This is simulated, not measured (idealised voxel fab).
The process module presented herein is designated voxel capacitor over wiring.
Cross-section cut: width 290 nm, square cells of 5 nm.
Think of the cross-section as a grid of square cells. We describe it in bands, top to bottom, and each band covers one or more rows of those cells.
For a band, the entry starts with two heights in nm, that of the top and then that of the bottom, and carries on with the band's materials in order from left to right, each alongside its width in nm; the word "all across" beside a single material means it fills the band edge to edge, and "air" means empty space.
Ref level 0: as-received wafer is one material below here. Bottom band extends down with no lower bound ("z 0 and below").
A width given as "30->40" starts at the first number in the band's top row and ends at the second number in its bottom row, shifting by an equal amount at every step from row to row.
Where a step carries "same as before", the cross-section came out of it unchanged, cell for cell.
"Closed void list" - sealed voids, min. 8 cells, no opening to top; format: width x height at distance (distance from left edge; nm throughout).
Read whatever lies past the settings on a step's line as the simulator's own remark about the step.
"overlay nm" answers the question of how far to the right of plan the mask lay on a step that has a mask, and when it is negative the answer is to the left.
# List of planned process steps
1) RECEIVE,material Si
2) CONFORMAL_DEP,material SiO2,thk nm 10
3) CONFORMAL_DEP,material SiCN,thk nm 5
4) DIRECTIONAL_DEP,material lowk,thk nm 15
5) MASKED_ETCH,tone open,mask id METAL_1,width nm 30,pitch nm 100,etch materials lowk,depth nm 15,overlay nm 0
6) MASKED_ETCH,tone open,mask id METAL_1,width nm 30,pitch nm 100,etch materials SiCN,depth nm 5,overlay nm 0
7) CONFORMAL_DEP,material TiN,thk nm 5
8) FILL_DEP,material Ru,thk nm 10
9) CMP,height nm 30
10) CONFORMAL_DEP,material SiCN,thk nm 5
11) DIRECTIONAL_DEP,material lowk,thk nm 15
12) DIRECTIONAL_DEP,material aC,thk nm 15
13) PATTERN,tone open,mask id PLUG_1,material resist,width nm 15,thk nm 30,overlay nm 0
14) DIRECTIONAL_ETCH,etch materials aC,depth nm 15
15) STRIP,etch materials resist
16) DIRECTIONAL_ETCH,etch materials lowk,depth nm 15
17) DIRECTIONAL_ETCH,etch materials SiCN,depth nm 5
18) STRIP,etch materials aC
19) EPI,material Ru,thk nm 10
20) EPI,material Ru,thk nm 10
21) DIRECTIONAL_DEP,material TiN,thk nm 5
22) DIRECTIONAL_DEP,material Al2O3,thk nm 5
23) DIRECTIONAL_DEP,material TiN,thk nm 10
24) MASKED_ETCH,tone cover,mask id UPPER_PLATE,width nm 75,etch materials TiN,depth nm 10,overlay nm 0
25) MASKED_ETCH,tone cover,mask id UPPER_PLATE,width nm 75,etch materials Al2O3,depth nm 5,overlay nm 0
26) DIRECTIONAL_DEP,material aC,thk nm 15
27) PATTERN,tone cover,mask id LOWER_PLATE,material resist,width nm 85,thk nm 35,overlay nm 0
28) DIRECTIONAL_ETCH,etch materials aC,depth nm 15
29) STRIP,etch materials resist
30) DIRECTIONAL_ETCH,etch materials TiN,depth nm 5
31) STRIP,etch materials aC
32) FILL_DEP,material SiO2,thk nm 15
33) CMP,height nm 80
34) PATTERN,tone open,mask id PLUG_2,material resist,width nm 15,thk nm 15,overlay nm 0
35) DIRECTIONAL_ETCH,etch materials SiO2,depth nm 10
36) STRIP,etch materials resist
37) CONFORMAL_DEP,material TiN,thk nm 5
38) FILL_DEP,material Cu,thk nm 10
39) CMP,height nm 80
40) CONFORMAL_DEP,material SiN,thk nm 5
# Cross-section of the wafer at receipt, which is the condition after step 1
* z 0 and below: Si all across
* Closed void list: none
# Here's the wafer cut in cross-section after the module, started and planned just like above, except one thing was done wrong in the run
* z 85 to 80: SiN all across
* z 80 to 70: 95 SiO2  25 TiN  170 SiO2
* z 70 to 65: 95 SiO2  25 Al2O3  50 TiN  120 SiO2
* z 65 to 60: 90 SiO2  80 TiN  120 SiO2
* z 60 to 55: 85 SiO2  35 Ru  50 Al2O3  120 SiO2
* z 55 to 50: 85 SiO2  35 Ru  55 TiN  115 SiO2
* z 50 to 35: 95 lowk  15 Ru  180 lowk
* z 35 to 30: 95 SiCN  15 Ru  180 SiCN
* z 30 to 15: 80 lowk  5 TiN  20 Ru  5 TiN  70 lowk  5 TiN  20 Ru  5 TiN  80 lowk
* z 15 to 10: 80 SiCN  30 TiN  70 SiCN  30 TiN  80 SiCN
* z 10 to 0: SiO2 all across
* z 0 and below: Si all across
* Closed void list: none
Diagnosis: one of the identical steps 19 and 20 was run twice, but which one cannot be determined
